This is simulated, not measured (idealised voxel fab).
You're looking at the process module voxel double patterning.
Cross-section cut: width 300 nm, square cells of 5 nm.
Each cross-section below is a grid of square cells, stated as bands in top-down order, with one or more rows of cells making up each band. Band: top and bottom heights (nm) first, top before bottom; then materials from left to right, widths in nm. "full width" marks a sole material filling the band edge to edge. "air" denotes empty space. Basically, 0 is our baseline, since under it the wafer straight out of the box is all one material. The bottom band has no lower end and keeps on going down, so it looks like "from 0 down". Width spec "30->40" -> top row of cells at first value, bottom row at second value, equal per-row change in between. Key: "no alterations made" - step with no changed cell in the cross-section. Empty spaces counting at least 8 cells and having no open way to the top are listed in "Completely enclosed voids". The notation width x height at distance is used for each, the distance being from the left edge and all three values in nm. What comes after the settings on a step's line is commentary from the simulator itself on that step. Among the settings permitted on a step's line is "overlay nm"; applied to a step with a mask, it specifies the extent to which the mask lay to the right of its planned position, whereas a negative figure signifies a position to the left.
### List of planned process steps
1. RECEIVE [material Si]
2. CONFORMAL_DEP [material SiO2] [thk nm 10]
3. DIRECTIONAL_DEP [material TiN] [thk nm 15]
4. DIRECTIONAL_DEP [material SiCN] [thk nm 5]
5. DIRECTIONAL_DEP [material aC] [thk nm 10]
6. PATTERN [tone open] [mask id FIRST] [material resist] [width nm 15] [pitch nm 50] [thk nm 30] [overlay nm 0]
7. DIRECTIONAL_ETCH [etch materials aC] [depth nm 10]
8. STRIP [etch materials resist]
9. DIRECTIONAL_ETCH [etch materials SiCN] [depth nm 5]
10. STRIP [etch materials aC]
11. MASKED_ETCH [tone open] [mask id SECOND] [width nm 15] [pitch nm 50] [etch materials SiCN] [depth nm 5] [overlay nm 0]
12. DIRECTIONAL_ETCH [etch materials TiN] [depth nm 15]
13. STRIP [etch materials SiCN]
### As-received wafer cross-section (after step 1)
* from 0 down = Si full width
* Completely enclosed voids: none
### Run as planned - first of the two wafers cross-sectioned at the end of the module
* from 25 to 10 = 90 TiN, 15 air, 10 TiN, 15 air, 10 TiN, 15 air, 10 TiN, 15 air, 10 TiN, 15 air, 95 TiN
* from 10 to 0 = SiO2 full width
* from 0 down = Si full width
* Completely enclosed voids: none
### Cross-sectional image of the second wafer of the two following completion of the module. Starting state and process plan were the same as for the first wafer; one execution error occurred
* from 40 to 25 = 90 TiN, 15 air, 10 TiN, 15 air, 10 TiN, 15 air, 10 TiN, 15 air, 10 TiN, 15 air, 95 TiN
* from 25 to 10 = TiN full width
* from 10 to 0 = SiO2 full width
* from 0 down = Si full width
* Completely enclosed voids: none
Plan not followed: execution of plan step 3 occurred twice
Heads up, by the end the second wafer has more or fewer cells of some materials compared to the first: TiN +180
